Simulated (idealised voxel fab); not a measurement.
The process module presented herein is designated voxel wiring stack.
Cross-section cut: width 260 nm, square cells of 5 nm.
This document writes a cross-section as a grid whose cells are square, and gives it as bands, listed from the top down; one or more rows of cells form a band. Heights first: top, then bottom, in nm. Then materials, left to right, each with a width in nm. "everywhere" on a single material: fills the band edge to edge. "empty": empty space. Heights are reckoned from 0. Under this level, the received wafer is all of one material. The bottommost band is open-ended downward, for example "0 nm and below". Width "30->40": first value at the band's top row of cells, second value at its bottom row, equal change from row to row. The designation "remained the same", where it is given for a processing step, indicates that no cell of the cross-section was altered in the course of that step. Any empty space of 8 cells or more lacking an open way to the top shows up in "Sealed void listing" as width x height at distance, distance from the left edge, in nm. Anything after a step's settings on that line? It's the simulator's own note about the step. overlay nm: mask offset rightward from planned place, masked step; negative means leftward offset.
### Intended process steps
1,RECEIVE (material Si)
2,CONFORMAL_DEP (material SiO2; thk nm 15)
3,DIRECTIONAL_DEP (material TiN; thk nm 5)
4,DIRECTIONAL_DEP (material Ru; thk nm 15)
5,PATTERN (tone cover; mask id METAL_1; material resist; width nm 20; pitch nm 45; thk nm 20; overlay nm 0)
6,DIRECTIONAL_ETCH (etch materials Ru; depth nm 15)
7,DIRECTIONAL_ETCH (etch materials TiN; depth nm 5)
8,STRIP (etch materials resist)
9,CONFORMAL_DEP (material SiN; thk nm 5)
10,FILL_DEP (material SiO2; thk nm 10)
11,CMP (height nm 35)
12,CONFORMAL_DEP (material SiCN; thk nm 5)
13,DIRECTIONAL_DEP (material SiO2; thk nm 30)
14,MASKED_ETCH (tone open; mask id METAL_2_HOLES; width nm 15; pitch nm 45; etch materials SiO2; depth nm 30; overlay nm -15)
15,MASKED_ETCH (tone open; mask id METAL_2; width nm 20; pitch nm 45; etch materials SiO2; depth nm 15; overlay nm 0)
16,MASKED_ETCH (tone open; mask id METAL_2; width nm 20; pitch nm 45; etch materials SiCN; depth nm 5; overlay nm 0)
17,CONFORMAL_DEP (material TiN; thk nm 5)
18,FILL_DEP (material Ru; thk nm 10)
19,CMP (height nm 70)
20,CONFORMAL_DEP (material SiCN; thk nm 5)
Heads up: all these wafers start the same, and what changes between them is the overlay nm in step 14. The value you see in the plan is just what the first wafer got.
### Sectional view: first of several wafers, as received, after step 1
- 0 nm and below  Si everywhere
- Sealed void listing: none
### The following table contains a row per wafer, in which are reported, at the conclusion of the module, the cells of each material gained (+) or lost (-) since the wafer's receipt, with its closed voids given thereafter
overlay nm -15 | +100 Ru | +104 SiCN | +60 SiN | +432 SiO2 | +84 TiN | Sealed void listing: none
overlay nm -10 | +92 Ru | +100 SiCN | +60 SiN | +444 SiO2 | +84 TiN | Sealed void listing: none
overlay nm -5 | +84 Ru | +96 SiCN | +60 SiN | +456 SiO2 | +84 TiN | Sealed void listing: none
overlay nm 0 | +80 Ru | +92 SiCN | +60 SiN | +468 SiO2 | +80 TiN | Sealed void listing: none
overlay nm 5 | +80 Ru | +92 SiCN | +60 SiN | +468 SiO2 | +80 TiN | Sealed void listing: none
overlay nm 10 | +84 Ru | +96 SiCN | +60 SiN | +456 SiO2 | +84 TiN | Sealed void listing: none
overlay nm 15 | +92 Ru | +100 SiCN | +60 SiN | +444 SiO2 | +84 TiN | Sealed void listing: none
